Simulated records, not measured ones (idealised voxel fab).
Title: Process Module voxel wiring stack
Cross-sectional view cut (width: 205 nm; square cell size: 5 nm).
Format of a cross-section: grid, square cells. Given as bands. Order: top down. Band: one or more rows of cells.
Basically the band line says how high the top is and how high the bottom is, in nm, and then what's in it from left to right, every material with its width in nm. Empty space shows up as "air", and if a single material carries "everywhere" it runs the full band edge to edge.
Convention: height 0 is the level below which the wafer, as received, is all one material. The lowest band does not terminate at the bottom but continues downward, represented as "0 nm and below".
Width "30->40": first value at the band's top row of cells, second value at its bottom row, equal change from row to row.
The cross-section has no changed cell in any step marked "nothing changed".
Listed in "Encapsulated voids": every empty space of 8 or more cells without an open way to the top. Form: width x height at distance, the distance being from the left edge, all in nm.
On each step's line, the part that comes after the settings is the simulator's own comment on the step.
"overlay nm" answers the question of how far to the right of plan the mask lay on a step that has a mask, and when it is negative the answer is to the left.
## Listed below are the process steps as planned
1) RECEIVE: material Si
2) CONFORMAL_DEP: material SiO2, thk nm 10
3) DIRECTIONAL_DEP: material TiN, thk nm 5
4) DIRECTIONAL_DEP: material W, thk nm 20
5) DIRECTIONAL_DEP: material aC, thk nm 15
6) PATTERN: tone cover, mask id METAL_1, material resist, width nm 30, pitch nm 50, thk nm 35, overlay nm 0
7) DIRECTIONAL_ETCH: etch materials aC, depth nm 15
8) STRIP: etch materials resist
9) DIRECTIONAL_ETCH: etch materials W, depth nm 20
10) DIRECTIONAL_ETCH: etch materials TiN, depth nm 5
11) STRIP: etch materials aC
12) FILL_DEP: material lowk, thk nm 5
13) CMP: height nm 35
14) CONFORMAL_DEP: material SiCN, thk nm 5
15) DIRECTIONAL_DEP: material lowk, thk nm 25
16) MASKED_ETCH: tone open, mask id METAL_2_HOLES, width nm 15, pitch nm 50, etch materials lowk, depth nm 25, overlay nm 0
17) MASKED_ETCH: tone open, mask id METAL_2, width nm 30, pitch nm 50, etch materials lowk, depth nm 15, overlay nm 0
18) MASKED_ETCH: tone open, mask id METAL_2, width nm 30, pitch nm 50, etch materials SiCN, depth nm 5, overlay nm 0
19) CONFORMAL_DEP: material TiN, thk nm 5
20) FILL_DEP: material Cu, thk nm 5
21) CMP: height nm 65
22) CONFORMAL_DEP: material SiN, thk nm 5
## Cross-section of the wafer upon arrival, representing the state reached after step 1
	0 nm and below: Si everywhere
	Encapsulated voids: none
## Module complete, cross-section. Starting point and plan per above. One mistake made in running the module
	70 nm to 65 nm: SiN everywhere
	65 nm to 55 nm: lowk=60 | TiN=5 | Cu=20 | TiN=5 | lowk=20 | TiN=5 | Cu=20 | TiN=5 | lowk=65
	55 nm to 45 nm: lowk=60 | TiN=5 | Cu=5 | TiN=20->5 | lowk=20->35 | TiN=5 | Cu=5 | TiN=20->5 | lowk=65->80
	45 nm to 40 nm: lowk=60 | TiN=15 | lowk=35 | TiN=15 | lowk=80
	40 nm to 35 nm: aC everywhere
	35 nm to 15 nm: lowk=60 | W=30 | lowk=20 | W=30 | lowk=65
	15 nm to 10 nm: lowk=60 | TiN=30 | lowk=20 | TiN=30 | lowk=65
	10 nm to 0 nm: SiO2 everywhere
	0 nm and below: Si everywhere
	Encapsulated voids: none
Here's what went sideways: step 14, actual vs plan mismatch, actual run CONFORMAL_DEP: material aC, thk nm 5
